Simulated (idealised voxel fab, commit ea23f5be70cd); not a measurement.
process module | voxel tone inversion
cross-section cut | 250 nm wide | cells 5 nm
A cross-section is a grid of square cells, given in bands from the top down. A band is one or more rows of cells.
Each band's line starts with the height of the band's top and of its bottom, in nm. Then come its materials from left to right, each with its width in nm. One material with "throughout" fills the band from edge to edge. "air" is empty space.
Height 0 is the level under which the wafer as received is all one material. The lowest band goes on downwards, as in "0 down".
A width such as "30 to 40" changes by the same amount from each row of cells to the next, from the band's top row to its bottom row.
"no change" after a step means that no cell of the cross-section changed.
closed voids: empty space of 8 cells or more with no open way to the top, each as width x height at its distance from the left edge, in nm
after a step's settings: what the simulator itself notes on the step
overlay nm, on a step with a mask: how far to the right of its planned place the mask lay; to the left if negative
plan
1 op RECEIVE | material Si
2 op CONFORMAL_DEP | material SiN | thk nm 5
3 op DIRECTIONAL_DEP | material aC | thk nm 20
4 op PATTERN | tone cover | mask id POSTS | material resist | width nm 20 | pitch nm 45 | thk nm 30 | overlay nm 0
5 op DIRECTIONAL_ETCH | etch materials aC | depth nm 20
6 op STRIP | etch materials resist
7 op FILL_DEP | material SiO2 | thk nm 5
8 op CMP | height nm 25
9 op STRIP | etch materials aC
10 op CONFORMAL_DEP | material TiN | thk nm 5
11 op FILL_DEP | material W | thk nm 5
12 op CMP | height nm 25
13 op CONFORMAL_DEP | material SiCN | thk nm 5
as received, after step 1
  0 down: Si throughout
  closed voids: none
a wafer at the end: this start, this plan, one mistake
  30 to 25: SiCN throughout
  25 to 10: SiO2 95 | TiN 5 | W 10 | TiN 5 | SiO2 25 | TiN 5 | W 10 | TiN 5 | SiO2 90
  10 to 5: SiO2 95 | TiN 20 | SiO2 25 | TiN 20 | SiO2 90
  5 to 0: SiN throughout
  0 down: Si throughout
  closed voids: none
what went wrong: step 4 ran as: op PATTERN | tone cover | mask id POSTS | material resist | width nm 20 | pitch nm 45 | thk nm 30 | overlay nm 5
